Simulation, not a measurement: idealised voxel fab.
process module | voxel air gaps
cross-section cut | 205 nm wide | cells 5 nm
A cross-section is a grid of square cells, given in bands from the top down. A band is one or more rows of cells.
Each band's line starts with the height of the band's top and of its bottom, in nm. Then come its materials from left to right, each with its width in nm. One material with "throughout" fills the band from edge to edge. "air" is empty space.
Height 0 is the level under which the wafer as received is all one material. The lowest band goes on downwards, as in "0 down".
A width such as "30 to 40" changes by the same amount from each row of cells to the next, from the band's top row to its bottom row.
"no change" after a step means that no cell of the cross-section changed.
closed voids: empty space of 8 cells or more with no open way to the top, each as width x height at its distance from the left edge, in nm
after a step's settings: what the simulator itself notes on the step
overlay nm, on a step with a mask: how far to the right of its planned place the mask lay; to the left if negative
plan
1 op RECEIVE | material Si
2 op CONFORMAL_DEP | material SiO2 | thk nm 10
3 op CONFORMAL_DEP | material SiCN | thk nm 5
4 op DIRECTIONAL_DEP | material SiO2 | thk nm 30
5 op PATTERN | tone open | mask id LINES | material resist | width nm 20 | pitch nm 45 | thk nm 20 | overlay nm 0
6 op DIRECTIONAL_ETCH | etch materials SiO2 | depth nm 30
7 op STRIP | etch materials resist
8 op CONFORMAL_DEP | material TiN | thk nm 5
9 op FILL_DEP | material Cu | thk nm 10
10 op CMP | height nm 45
11 op EPI | material Ru | thk nm 10
12 op SELECTIVE_ETCH | etch materials SiO2 | depth nm 40
13 op CONFORMAL_DEP | material SiCN | thk nm 5
as received, after step 1
  0 down: Si throughout
  closed voids: none
first wafer at the end, as planned
  60 to 55: air 30 | SiCN 140 | air 35
  55 to 45: air 30 | SiCN 5 | Ru 40 | SiCN 5 | Ru 40 | SiCN 5 | Ru 40 | SiCN 5 | air 35
  45 to 40: air 30 | SiCN 15 | TiN 5 | Cu 10 | TiN 5 | SiCN 25 | TiN 5 | Cu 10 | TiN 5 | SiCN 25 | TiN 5 | Cu 10 | TiN 5 | SiCN 15 | air 35
  40 to 20: air 40 | SiCN 5 | TiN 5 | Cu 10 | TiN 5 | SiCN 5 | air 15 | SiCN 5 | TiN 5 | Cu 10 | TiN 5 | SiCN 5 | air 15 | SiCN 5 | TiN 5 | Cu 10 | TiN 5 | SiCN 5 | air 45
  20 to 15: SiCN 45 | TiN 20 | SiCN 25 | TiN 20 | SiCN 25 | TiN 20 | SiCN 50
  15 to 10: SiCN throughout
  10 to 0: SiO2 throughout
  0 down: Si throughout
  closed voids: 15 x 20 at 70; 15 x 20 at 115
second wafer at the end: like start, like plan, one mistake
  60 to 55: SiCN throughout
  55 to 45: Ru throughout
  45 to 15: Cu throughout
  15 to 10: SiCN throughout
  10 to 0: SiO2 throughout
  0 down: Si throughout
  closed voids: none
what went wrong: step 4 ran as: op DIRECTIONAL_DEP | material Cu | thk nm 30
at the end the second wafer has, in cells: 216 more of Cu | 34 more of Ru | 64 fewer of SiCN | 42 fewer of TiN
closed voids at the end (first wafer, second wafer): 2, 0
